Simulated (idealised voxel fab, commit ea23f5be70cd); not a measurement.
The process module that follows is named voxel released beams.
Section shown: cut. Width: 185 nm. Cell size: 5 nm, square.
Cross-section spec: square-cell grid; bands listed top down; each band is one or more rows. Top height, bottom height, nm. Materials left to right, width each, nm. Single material + "everywhere" = fills band edge to edge. "air" = empty. Note: height 0 marks the level under which the wafer is uniformly one material as received. Lowest band unbounded below, written "0 nm and below". The width entry "30..40" should be interpreted row by row: the top row of cells in the band takes the first number, the bottom row takes the second number, and the change between adjacent rows is uniform throughout. The cross-section has no changed cell in any step marked "same as before". In "Enclosed voids" the enclosed voids are listed, meaning empty spaces of 8 cells or larger without any opening to the top. The form is width x height at distance, distance from the left edge, units nm. Heads up: the bit after the settings on a step's line is the simulator's remark on that step. A step's line can hold "overlay nm"; with a mask on that step, the setting says how far right of the planned place the mask lay, while a negative setting says it lay to the left.

**Set out below are the planned steps of the process**
step 1: RECEIVE [material Si]
step 2: CONFORMAL_DEP [material SiN] [thk nm 10]
step 3: DIRECTIONAL_DEP [material SiO2] [thk nm 10]
step 4: PATTERN [tone open] [mask id ANCHOR] [material resist] [width nm 25] [thk nm 15] [overlay nm 0]
step 5: DIRECTIONAL_ETCH [etch materials SiO2] [depth nm 10]
step 6: STRIP [etch materials resist]
step 7: CONFORMAL_DEP [material TiN] [thk nm 10]
step 8: MASKED_ETCH [tone cover] [mask id BEAM] [width nm 95] [etch materials TiN] [depth nm 10] [overlay nm 0]
step 9: STRIP [etch materials SiO2]

**The first of the two wafers, which ran as planned**

**Cross-section of the wafer as it came to us, i.e., already through step 1**
  0 nm and below: Si everywhere
  Enclosed voids: none

**After step 2, in cross-section**
  10 nm to 0 nm: SiN everywhere
  Everything under 0 stays put, no change at all.

**After step 3, in cross-section**
  20 nm to 10 nm: SiO2 everywhere
  Everything under 10 stays put, no change at all.

**After step 4, in cross-section**
  35 nm to 20 nm: resist (45) / air (25) / resist (115)
  Everything under 20 stays put, no change at all.

**After step 5, in cross-section**
  35 nm to 20 nm: resist (45) / air (25) / resist (115)
  20 nm to 10 nm: SiO2 (45) / air (25) / SiO2 (115)
  Everything under 10 stays put, no change at all.

**After step 6, in cross-section**
  20 nm to 10 nm: SiO2 (45) / air (25) / SiO2 (115)
  Everything under 10 stays put, no change at all.

**After step 7, in cross-section**
  30 nm to 20 nm: TiN (55) / air (5) / TiN (125)
  20 nm to 10 nm: SiO2 (45) / TiN (25) / SiO2 (115)
  Everything under 10 stays put, no change at all.

**After step 8, in cross-section**
  30 nm to 20 nm: air (40) / TiN (15) / air (5) / TiN (75) / air (50)
  Everything under 20 stays put, no change at all.

**After step 9, in cross-section**
  30 nm to 20 nm: air (40) / TiN (15) / air (5) / TiN (75) / air (50)
  20 nm to 10 nm: air (45) / TiN (25) / air (115)
  Everything under 10 stays put, no change at all.

**The remaining wafer, second of the two, started like the first and was run to the same plan, except that one mistake was made along the way; the two coincide through step 7, inclusive**

**Cross-section of the second wafer corresponding to the planned conclusion of step 8**
  30 nm to 20 nm: TiN (40) / air (95) / TiN (50)
  20 nm to 10 nm: SiO2 (45) / TiN (10) / air (5) / TiN (10) / SiO2 (115)
  Everything under 10 stays put, no change at all.

**Cross-section of the second wafer corresponding to the planned conclusion of step 9**
  20 nm to 10 nm: air (45) / TiN (10) / air (5) / TiN (10) / air (115)
  Everything under 10 stays put, no change at all.
The mistake made against the process plan was this: step 8 ran differently from the plan; actual operation with settings: MASKED_ETCH [tone open] [mask id BEAM] [width nm 95] [etch materials TiN] [depth nm 10] [overlay nm 0]
In the final state, the cell counts of the second wafer exceed or fall short of those of the first for the following materials: TiN: 38 fewer
